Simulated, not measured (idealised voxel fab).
Presented below is a process module, voxel double patterning.
Cross-sectional view cut (width: 200 nm; square cell size: 5 nm).
Just so we're on the same page, the cross-sections are grids of square cells, and they're listed out in bands top to bottom, each band one or more rows deep.
Look at the band entry: it leads with the top's height and the bottom's height in nm. Then it lists the materials left to right, with a width in nm for each. The word "everywhere" on a single material says that material fills the band edge to edge. The word "blank" is empty space.
For the purposes of this specification, 0 denotes the height below which the wafer in its as-received condition is composed wholly of one material, and the lowermost band, lacking a lower limit, extends downward without end, as expressed in "top 0, no bottom".
The expression "30..40" gives the width at the extremes of the band, the first number at its top row of cells and the second at its bottom row, with the width changing by equal amounts from each row to the next in between.
Any step labelled "nothing was modified" changed none of the cells in the cross-section.
Unvented voids: empty space of 8 cells or more with no open way to the top, each as width x height at its distance from the left edge, in nm
Whatever follows a step's settings on its line is a remark the simulator itself makes about that step.
When a step includes a mask, the "overlay nm" setting on its line states how far to the right of its planned place that mask lay, and negative values state how far to the left.

Listed below are the process steps as planned:
1) RECEIVE, material Si
2) CONFORMAL_DEP, material SiO2, thk nm 10
3) DIRECTIONAL_DEP, material W, thk nm 20
4) DIRECTIONAL_DEP, material SiN, thk nm 5
5) PATTERN, tone open, mask id FIRST, material resist, width nm 15, pitch nm 50, thk nm 20, overlay nm 0
6) DIRECTIONAL_ETCH, etch materials SiN, depth nm 5
7) STRIP, etch materials resist
8) PATTERN, tone open, mask id SECOND, material resist, width nm 15, pitch nm 50, thk nm 15, overlay nm 0
9) DIRECTIONAL_ETCH, etch materials SiN, depth nm 5
10) STRIP, etch materials resist
11) DIRECTIONAL_ETCH, etch materials W, depth nm 20
12) STRIP, etch materials SiN

The first of two wafers, run as planned:

As-received wafer cross-section (after step 1):
* top 0, no bottom = Si everywhere
* Unvented voids: none

Cross-section through the wafer, step 2 finished:
* top 10, bottom 0 = SiO2 everywhere
* Anything lower than 0 is untouched.

Cross-section through the wafer, step 3 finished:
* top 30, bottom 10 = W everywhere
* Anything lower than 10 is untouched.

Cross-section through the wafer, step 4 finished:
* top 35, bottom 30 = SiN everywhere
* Anything lower than 30 is untouched.

Cross-section through the wafer, step 5 finished:
* top 55, bottom 35 = resist=40, blank=15, resist=35, blank=15, resist=35, blank=15, resist=45
* Anything lower than 35 is untouched.

Cross-section through the wafer, step 6 finished:
* top 55, bottom 35 = resist=40, blank=15, resist=35, blank=15, resist=35, blank=15, resist=45
* top 35, bottom 30 = SiN=40, blank=15, SiN=35, blank=15, SiN=35, blank=15, SiN=45
* Anything lower than 30 is untouched.

Cross-section through the wafer, step 7 finished:
* top 35, bottom 30 = SiN=40, blank=15, SiN=35, blank=15, SiN=35, blank=15, SiN=45
* Anything lower than 30 is untouched.

Cross-section through the wafer, step 8 finished:
* top 50, bottom 35 = resist=65, blank=15, resist=35, blank=15, resist=70
* top 35, bottom 30 = SiN=40, resist=15, SiN=35, resist=15, SiN=35, resist=15, SiN=45
* Anything lower than 30 is untouched.

Cross-section through the wafer, step 9 finished:
* top 50, bottom 35 = resist=65, blank=15, resist=35, blank=15, resist=70
* top 35, bottom 30 = SiN=40, resist=15, SiN=10, blank=15, SiN=10, resist=15, SiN=10, blank=15, SiN=10, resist=15, SiN=45
* Anything lower than 30 is untouched.

Cross-section through the wafer, step 10 finished:
* top 35, bottom 30 = SiN=40, blank=15, SiN=10, blank=15, SiN=10, blank=15, SiN=10, blank=15, SiN=10, blank=15, SiN=45
* Anything lower than 30 is untouched.

Cross-section through the wafer, step 11 finished:
* top 35, bottom 30 = SiN=40, blank=15, SiN=10, blank=15, SiN=10, blank=15, SiN=10, blank=15, SiN=10, blank=15, SiN=45
* top 30, bottom 10 = W=40, blank=15, W=10, blank=15, W=10, blank=15, W=10, blank=15, W=10, blank=15, W=45
* Anything lower than 10 is untouched.

Cross-section through the wafer, step 12 finished:
* top 30, bottom 10 = W=40, blank=15, W=10, blank=15, W=10, blank=15, W=10, blank=15, W=10, blank=15, W=45
* Anything lower than 10 is untouched.

The second wafer began exactly as the first did and followed the same plan, but one mistake was made while running it; through step 4 inclusive, the two wafers are identical:

Look at the second wafer in cross-section at the time step 5 ought to have finished:
* top 55, bottom 35 = resist=35, blank=15, resist=35, blank=15, resist=35, blank=15, resist=50
* Anything lower than 35 is untouched.

Look at the second wafer in cross-section at the time step 6 ought to have finished:
* top 55, bottom 35 = resist=35, blank=15, resist=35, blank=15, resist=35, blank=15, resist=50
* top 35, bottom 30 = SiN=35, blank=15, SiN=35, blank=15, SiN=35, blank=15, SiN=50
* Anything lower than 30 is untouched.

Look at the second wafer in cross-section at the time step 7 ought to have finished:
* top 35, bottom 30 = SiN=35, blank=15, SiN=35, blank=15, SiN=35, blank=15, SiN=50
* Anything lower than 30 is untouched.

Look at the second wafer in cross-section at the time step 8 ought to have finished:
* top 50, bottom 35 = resist=65, blank=15, resist=35, blank=15, resist=70
* top 35, bottom 30 = SiN=35, resist=15, SiN=35, resist=15, SiN=35, resist=15, SiN=50
* Anything lower than 30 is untouched.

Look at the second wafer in cross-section at the time step 9 ought to have finished:
* top 50, bottom 35 = resist=65, blank=15, resist=35, blank=15, resist=70
* top 35, bottom 30 = SiN=35, resist=15, SiN=15, blank=15, SiN=5, resist=15, SiN=15, blank=15, SiN=5, resist=15, SiN=50
* Anything lower than 30 is untouched.

Look at the second wafer in cross-section at the time step 10 ought to have finished:
* top 35, bottom 30 = SiN=35, blank=15, SiN=15, blank=15, SiN=5, blank=15, SiN=15, blank=15, SiN=5, blank=15, SiN=50
* Anything lower than 30 is untouched.

Look at the second wafer in cross-section at the time step 11 ought to have finished:
* top 35, bottom 30 = SiN=35, blank=15, SiN=15, blank=15, SiN=5, blank=15, SiN=15, blank=15, SiN=5, blank=15, SiN=50
* top 30, bottom 10 = W=35, blank=15, W=15, blank=15, W=5, blank=15, W=15, blank=15, W=5, blank=15, W=50
* Anything lower than 10 is untouched.

Look at the second wafer in cross-section at the time step 12 ought to have finished:
* top 30, bottom 10 = W=35, blank=15, W=15, blank=15, W=5, blank=15, W=15, blank=15, W=5, blank=15, W=50
* Anything lower than 10 is untouched.
What went wrong in running the wafer? step 5 ran with different settings than intended, the actual operation and settings being PATTERN, tone open, mask id FIRST, material resist, width nm 15, pitch nm 50, thk nm 20, overlay nm -5
Matching per-material cell counts, mismatched positions: that is how the second wafer compares with the first at the end.
